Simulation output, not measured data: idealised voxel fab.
Presented below is a process module, voxel fin reveal.
In the cross-section labelled cut, the width is 300 nm and each square cell is 5 nm.
Cross-sections here: square-cell grids, written as top-down lists of bands, a band being one or more rows of cells.
Each band's line starts with the height of the band's top and of its bottom, in nm. Then come its materials from left to right, each with its width in nm. One material with "edge to edge" fills the band from edge to edge. "air" is empty space.
Heights are expressed relative to 0, this being the level below which the as-received wafer comprises one material exclusively. The lowest band is unbounded in the downward direction and is denoted as in "top 0, no bottom".
A two-number width, for instance "30 to 40", indicates that the width is equal to the first number in the top row of the band and to the second number in the bottom row, and that it changes by a constant amount per row of cells.
Step marked "same as before"? Then no cell in the cross-section changed in it.
Enclosed voids (no open way to top), threshold 8 cells or more, entry "Encapsulated voids", notation width x height at distance, distance from left edge, nm.
Formally, on a step line, whatever follows the settings is a remark that the simulator itself makes on the step.
"overlay nm" on a masked step: distance the mask lay right of its planned place, negative for left.

## The planned process steps are enumerated hereunder
1) RECEIVE: material Si
2) CONFORMAL_DEP: material SiN, thk nm 10
3) MASKED_ETCH: tone cover, mask id FINS, width nm 15, pitch nm 35, etch materials SiN, depth nm 10, overlay nm 0
4) MASKED_ETCH: tone cover, mask id FINS, width nm 15, pitch nm 35, etch materials Si, depth nm 30, overlay nm 0
5) OXIDIZE: depth nm 5
6) FILL_DEP: material SiO2, thk nm 10
7) CMP: height nm 10
8) SELECTIVE_ETCH: etch materials SiO2, depth nm 25
9) STRIP: etch materials SiN

## Cross-section of the incoming wafer, state after step 1
    top 0, no bottom  Si edge to edge
    Encapsulated voids: none

## End-of-module cross-section. Starting structure and process plan as above; one mistake made in running it
    top 0, bottom -15  95 nm air, then 10 nm Si, then 25 nm air, then 10 nm Si, then 25 nm air, then 10 nm Si, then 25 nm air, then 10 nm Si, then 90 nm air
    top -15, bottom -35  95 nm SiO2, then 10 nm Si, then 25 nm SiO2, then 10 nm Si, then 25 nm SiO2, then 10 nm Si, then 25 nm SiO2, then 10 nm Si, then 90 nm SiO2
    top -35, no bottom  Si edge to edge
    Encapsulated voids: none
what went wrong: off-plan run, step 3, actual operation and settings MASKED_ETCH: tone cover, mask id FINS, width nm 20, pitch nm 35, etch materials SiN, depth nm 10, overlay nm 0
